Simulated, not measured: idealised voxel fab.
The process module presented herein is designated voxel gate over fins.
Each square cell in cross-section cut measures 5 nm, and the section as a whole is 255 nm wide.
Throughout this document, each cross-section is represented as a grid of square cells and is presented as a sequence of bands enumerated from the top downward, where a band comprises one or more rows of cells.
The band entry comprises the height of the band's top followed by the height of its bottom, expressed in nm, and subsequently the band's materials from left to right, each stated together with its width in nm. Where a single material is marked with the word "edge to edge", that material fills the band from edge to edge. The word "air" represents empty space.
It should be noted that heights are counted from 0, beneath which the wafer as supplied is of one material throughout, and that the lowest band possesses no lower boundary but continues downward, as written in "0 nm and below".
Width spec "30->40" -> top row of cells at first value, bottom row at second value, equal per-row change in between.
"all unchanged" means the step left every cell of the cross-section as it was.
Under "Closed void inventory" you'll find the enclosed gaps, the ones with no way out to the top, that are 8 cells or bigger; each reads width x height at distance, with distance counted from the left edge, everything in nm.
Post-settings text on a step line: simulator's own remark regarding the step.
The "overlay nm" setting may appear on a step's line; for a step that uses a mask, it gives how far to the right of its planned position the mask lay, and a negative value indicates the left.
PLAN
1. op RECEIVE | material Si
2. op CONFORMAL_DEP | material SiN | thk nm 10
3. op PATTERN | tone cover | mask id FINS | material resist | width nm 15 | pitch nm 35 | thk nm 15 | overlay nm 0
4. op DIRECTIONAL_ETCH | etch materials SiN | depth nm 10
5. op DIRECTIONAL_ETCH | etch materials Si | depth nm 30
6. op STRIP | etch materials resist
7. op FILL_DEP | material SiO2 | thk nm 5
8. op CMP | height nm 10
9. op SELECTIVE_ETCH | etch materials SiO2 | depth nm 25
10. op STRIP | etch materials SiN
11. op CONFORMAL_DEP | material HfO2 | thk nm 5
12. op CONFORMAL_DEP | material TiN | thk nm 5
13. op CONFORMAL_DEP | material TiAl | thk nm 5
14. op CONFORMAL_DEP | material TiN | thk nm 5
15. op FILL_DEP | material W | thk nm 15
16. op CMP | height nm 30
17. op CONFORMAL_DEP | material SiN | thk nm 10
CROSS-SECTION OF THE INCOMING WAFER, STATE AFTER STEP 1
0 nm and below  Si edge to edge
Closed void inventory: none
WHAT THE WAFER LOOKS LIKE IN CROSS-SECTION AFTER THIS MODULE, WHEN IT STARTS AS SHOWN ABOVE AND FOLLOWS THE PLAN ABOVE BUT ONE MISTAKE IS MADE IN RUNNING IT
40 nm to 30 nm  SiN edge to edge
30 nm to 15 nm  W edge to edge
15 nm to 5 nm  W 50; TiN 150; W 55
5 nm to 0 nm  W 50; TiN 10; HfO2 25; TiN 10; HfO2 25; TiN 10; HfO2 25; TiN 10; HfO2 25; TiN 10; W 55
0 nm to -10 nm  TiN 60; HfO2 5; Si 15; HfO2 5; TiN 10; HfO2 5; Si 15; HfO2 5; TiN 10; HfO2 5; Si 15; HfO2 5; TiN 10; HfO2 5; Si 15; HfO2 5; TiN 65
-10 nm to -15 nm  HfO2 65; Si 15; HfO2 20; Si 15; HfO2 20; Si 15; HfO2 20; Si 15; HfO2 70
-15 nm to -30 nm  SiO2 65; Si 15; SiO2 20; Si 15; SiO2 20; Si 15; SiO2 20; Si 15; SiO2 70
-30 nm and below  Si edge to edge
Closed void inventory: none
Processing error: with respect to the plan, step 13 was omitted and not executed
